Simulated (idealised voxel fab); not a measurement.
Proc. module: voxel fin reveal
This is section cut - it's 215 nm across, gridded in 5 nm square cells.
Format of a cross-section: grid, square cells. Given as bands. Order: top down. Band: one or more rows of cells. Band: top and bottom heights (nm) first, top before bottom; then materials from left to right, widths in nm. "edge to edge" marks a sole material filling the band edge to edge. "air" denotes empty space. Heights are reckoned from 0. Under this level, the received wafer is all of one material. The bottommost band is open-ended downward, for example "0..down". Width "30..40": first value at the band's top row of cells, second value at its bottom row, equal change from row to row. Step note "no change occurred" = no cross-section cell changed. Entry "Entrapped void list". Content: empty spaces with no open connection to the top, size 8 cells or greater. Each: width x height at distance. Distance: from left edge. Unit: nm. Text after the settings on a step's line: the simulator's own remark on that step. What "overlay nm" on a step's line means: if the step has a mask, that mask lay this far to the right of its planned place, or, when the value is negative, to the left.

The following list gives the planned process steps
1,op RECEIVE | material Si
2,op CONFORMAL_DEP | material SiN | thk nm 5
3,op PATTERN | tone cover | mask id FINS | material resist | width nm 15 | pitch nm 40 | thk nm 15 | overlay nm 0
4,op DIRECTIONAL_ETCH | etch materials SiN | depth nm 5
5,op DIRECTIONAL_ETCH | etch materials Si | depth nm 40
6,op STRIP | etch materials resist
7,op FILL_DEP | material SiO2 | thk nm 15
8,op CMP | height nm 5
9,op SELECTIVE_ETCH | etch materials SiO2 | depth nm 15
10,op STRIP | etch materials SiN

Wafer cross-section on receipt, i.e. after step 1
- 0..down: Si edge to edge
- Entrapped void list: none

Here's the cross-section of the first of our two wafers at the end of the module - it ran as planned
- 0..-10: 60 nm air, 15 nm Si, 25 nm air, 15 nm Si, 25 nm air, 15 nm Si, 60 nm air
- -10..-40: 60 nm SiO2, 15 nm Si, 25 nm SiO2, 15 nm Si, 25 nm SiO2, 15 nm Si, 60 nm SiO2
- -40..down: Si edge to edge
- Entrapped void list: none

Same start, same plan as the first wafer - but one mistake in the run. Cross-section of the second of the two at the end of the module
- 0..-10: 50 nm air, 15 nm Si, 25 nm air, 15 nm Si, 25 nm air, 15 nm Si, 70 nm air
- -10..-40: 50 nm SiO2, 15 nm Si, 25 nm SiO2, 15 nm Si, 25 nm SiO2, 15 nm Si, 70 nm SiO2
- -40..down: Si edge to edge
- Entrapped void list: none
In executing the process, a mistake was made relative to the plan: note that step 3 departed from the planned setting and was carried out as op PATTERN | tone cover | mask id FINS | material resist | width nm 15 | pitch nm 40 | thk nm 15 | overlay nm -10
End check, second vs first wafer: material counts in cells match, positions do not.
